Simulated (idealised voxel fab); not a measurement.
The name of this process module is voxel trench capacitor.
It is cross-section cut that appears here, measuring 270 nm in width, its square cells being 5 nm in size.
When this document writes out a cross-section, it uses a grid of square cells and lists it as bands, beginning at the top and moving down, with a band standing for one or more rows of cells.
Basically the band line says how high the top is and how high the bottom is, in nm, and then what's in it from left to right, every material with its width in nm. Empty space shows up as "empty", and if a single material carries "all across" it runs the full band edge to edge.
Heights are measured from 0, the level below which the as-received wafer is all one material; the lowest band has no bottom and continues downward, written as in "0 down".
A two-number width, for instance "30->40", indicates that the width is equal to the first number in the top row of the band and to the second number in the bottom row, and that it changes by a constant amount per row of cells.
Given "everything unchanged" for a step, no cell of the cross-section differs between before and after that step.
For the entry "Enclosed internal voids", the listed items are empty spaces with no open way to the top whose size is 8 cells or more; each item follows the pattern width x height at distance, where distance is from the left edge and all three are in nm.
Heads up: the bit after the settings on a step's line is the simulator's remark on that step.
overlay nm: how far to the right of its planned place the mask lay on this masked step (negative: to the left).

## The following list gives the planned process steps
1. RECEIVE | material Si
2. CONFORMAL_DEP | material SiN | thk nm 10
3. DIRECTIONAL_DEP | material aC | thk nm 15
4. PATTERN | tone open | mask id TRENCH | material resist | width nm 25 | pitch nm 40 | thk nm 35 | overlay nm 0
5. DIRECTIONAL_ETCH | etch materials aC | depth nm 15
6. STRIP | etch materials resist
7. DIRECTIONAL_ETCH | etch materials SiN | depth nm 10
8. DIRECTIONAL_ETCH | etch materials Si | depth nm 30
9. STRIP | etch materials aC
10. CONFORMAL_DEP | material HfO2 | thk nm 5
11. CONFORMAL_DEP | material TiN | thk nm 5
12. FILL_DEP | material W | thk nm 5
13. CMP | height nm 10

## First of two wafers, processed according to plan

## Incoming wafer in cross-section (state: after step 1)
    0 down  Si all across
    Enclosed internal voids: none

## State of the wafer after step 2, shown in cross-section
    10 to 0  SiN all across
    Anything lower than 0 is untouched.

## State of the wafer after step 3, shown in cross-section
    25 to 10  aC all across
    Anything lower than 10 is untouched.

## State of the wafer after step 4, shown in cross-section
    60 to 25  resist: 80 | empty: 25 | resist: 15 | empty: 25 | resist: 15 | empty: 25 | resist: 85
    Anything lower than 25 is untouched.

## State of the wafer after step 5, shown in cross-section
    45 to 25  resist: 80 | empty: 25 | resist: 15 | empty: 25 | resist: 15 | empty: 25 | resist: 85
    25 to 10  aC: 80 | empty: 25 | aC: 15 | empty: 25 | aC: 15 | empty: 25 | aC: 85
    Anything lower than 10 is untouched.

## State of the wafer after step 6, shown in cross-section
    25 to 10  aC: 80 | empty: 25 | aC: 15 | empty: 25 | aC: 15 | empty: 25 | aC: 85
    Anything lower than 10 is untouched.

## State of the wafer after step 7, shown in cross-section
    25 to 10  aC: 80 | empty: 25 | aC: 15 | empty: 25 | aC: 15 | empty: 25 | aC: 85
    10 to 0  SiN: 80 | empty: 25 | SiN: 15 | empty: 25 | SiN: 15 | empty: 25 | SiN: 85
    Anything lower than 0 is untouched.

## State of the wafer after step 8, shown in cross-section
    25 to 10  aC: 80 | empty: 25 | aC: 15 | empty: 25 | aC: 15 | empty: 25 | aC: 85
    10 to 0  SiN: 80 | empty: 25 | SiN: 15 | empty: 25 | SiN: 15 | empty: 25 | SiN: 85
    0 to -30  Si: 80 | empty: 25 | Si: 15 | empty: 25 | Si: 15 | empty: 25 | Si: 85
    Anything lower than -30 is untouched.

## State of the wafer after step 9, shown in cross-section
    10 to 0  SiN: 80 | empty: 25 | SiN: 15 | empty: 25 | SiN: 15 | empty: 25 | SiN: 85
    Anything lower than 0 is untouched.

## State of the wafer after step 10, shown in cross-section
    15 to 10  HfO2: 85 | empty: 15 | HfO2: 25 | empty: 15 | HfO2: 25 | empty: 15 | HfO2: 90
    10 to 0  SiN: 80 | HfO2: 5 | empty: 15 | HfO2: 5 | SiN: 15 | HfO2: 5 | empty: 15 | HfO2: 5 | SiN: 15 | HfO2: 5 | empty: 15 | HfO2: 5 | SiN: 85
    0 to -25  Si: 80 | HfO2: 5 | empty: 15 | HfO2: 5 | Si: 15 | HfO2: 5 | empty: 15 | HfO2: 5 | Si: 15 | HfO2: 5 | empty: 15 | HfO2: 5 | Si: 85
    -25 to -30  Si: 80 | HfO2: 25 | Si: 15 | HfO2: 25 | Si: 15 | HfO2: 25 | Si: 85
    Anything lower than -30 is untouched.

## State of the wafer after step 11, shown in cross-section
    20 to 15  TiN: 90 | empty: 5 | TiN: 35 | empty: 5 | TiN: 35 | empty: 5 | TiN: 95
    15 to 10  HfO2: 85 | TiN: 5 | empty: 5 | TiN: 5 | HfO2: 25 | TiN: 5 | empty: 5 | TiN: 5 | HfO2: 25 | TiN: 5 | empty: 5 | TiN: 5 | HfO2: 90
    10 to 0  SiN: 80 | HfO2: 5 | TiN: 5 | empty: 5 | TiN: 5 | HfO2: 5 | SiN: 15 | HfO2: 5 | TiN: 5 | empty: 5 | TiN: 5 | HfO2: 5 | SiN: 15 | HfO2: 5 | TiN: 5 | empty: 5 | TiN: 5 | HfO2: 5 | SiN: 85
    0 to -20  Si: 80 | HfO2: 5 | TiN: 5 | empty: 5 | TiN: 5 | HfO2: 5 | Si: 15 | HfO2: 5 | TiN: 5 | empty: 5 | TiN: 5 | HfO2: 5 | Si: 15 | HfO2: 5 | TiN: 5 | empty: 5 | TiN: 5 | HfO2: 5 | Si: 85
    -20 to -25  Si: 80 | HfO2: 5 | TiN: 15 | HfO2: 5 | Si: 15 | HfO2: 5 | TiN: 15 | HfO2: 5 | Si: 15 | HfO2: 5 | TiN: 15 | HfO2: 5 | Si: 85
    Anything lower than -25 is untouched.

## State of the wafer after step 12, shown in cross-section
    25 to 20  W all across
    20 to 15  TiN: 90 | W: 5 | TiN: 35 | W: 5 | TiN: 35 | W: 5 | TiN: 95
    15 to 10  HfO2: 85 | TiN: 5 | W: 5 | TiN: 5 | HfO2: 25 | TiN: 5 | W: 5 | TiN: 5 | HfO2: 25 | TiN: 5 | W: 5 | TiN: 5 | HfO2: 90
    10 to 0  SiN: 80 | HfO2: 5 | TiN: 5 | W: 5 | TiN: 5 | HfO2: 5 | SiN: 15 | HfO2: 5 | TiN: 5 | W: 5 | TiN: 5 | HfO2: 5 | SiN: 15 | HfO2: 5 | TiN: 5 | W: 5 | TiN: 5 | HfO2: 5 | SiN: 85
    0 to -20  Si: 80 | HfO2: 5 | TiN: 5 | W: 5 | TiN: 5 | HfO2: 5 | Si: 15 | HfO2: 5 | TiN: 5 | W: 5 | TiN: 5 | HfO2: 5 | Si: 15 | HfO2: 5 | TiN: 5 | W: 5 | TiN: 5 | HfO2: 5 | Si: 85
    Anything lower than -20 is untouched.

## State of the wafer after step 13, shown in cross-section
    10 to 0  SiN: 80 | HfO2: 5 | TiN: 5 | W: 5 | TiN: 5 | HfO2: 5 | SiN: 15 | HfO2: 5 | TiN: 5 | W: 5 | TiN: 5 | HfO2: 5 | SiN: 15 | HfO2: 5 | TiN: 5 | W: 5 | TiN: 5 | HfO2: 5 | SiN: 85
    Anything lower than 0 is untouched.

## Second of two: same start, same plan, one run error; steps up to and including 12 match the first

## Cross-section: second wafer, time at which step 13 was scheduled to end
    5 to 0  SiN: 80 | HfO2: 5 | TiN: 5 | W: 5 | TiN: 5 | HfO2: 5 | SiN: 15 | HfO2: 5 | TiN: 5 | W: 5 | TiN: 5 | HfO2: 5 | SiN: 15 | HfO2: 5 | TiN: 5 | W: 5 | TiN: 5 | HfO2: 5 | SiN: 85
    Anything lower than 0 is untouched.
It is concluded that the wafer was processed incorrectly with respect to the plan, in that heads up, step 13 didn't go per plan, it actually ran as CMP | height nm 5
Materials where the second wafer ends with more or fewer cells than the first: -6 HfO2; -39 SiN; -6 TiN; -3 W
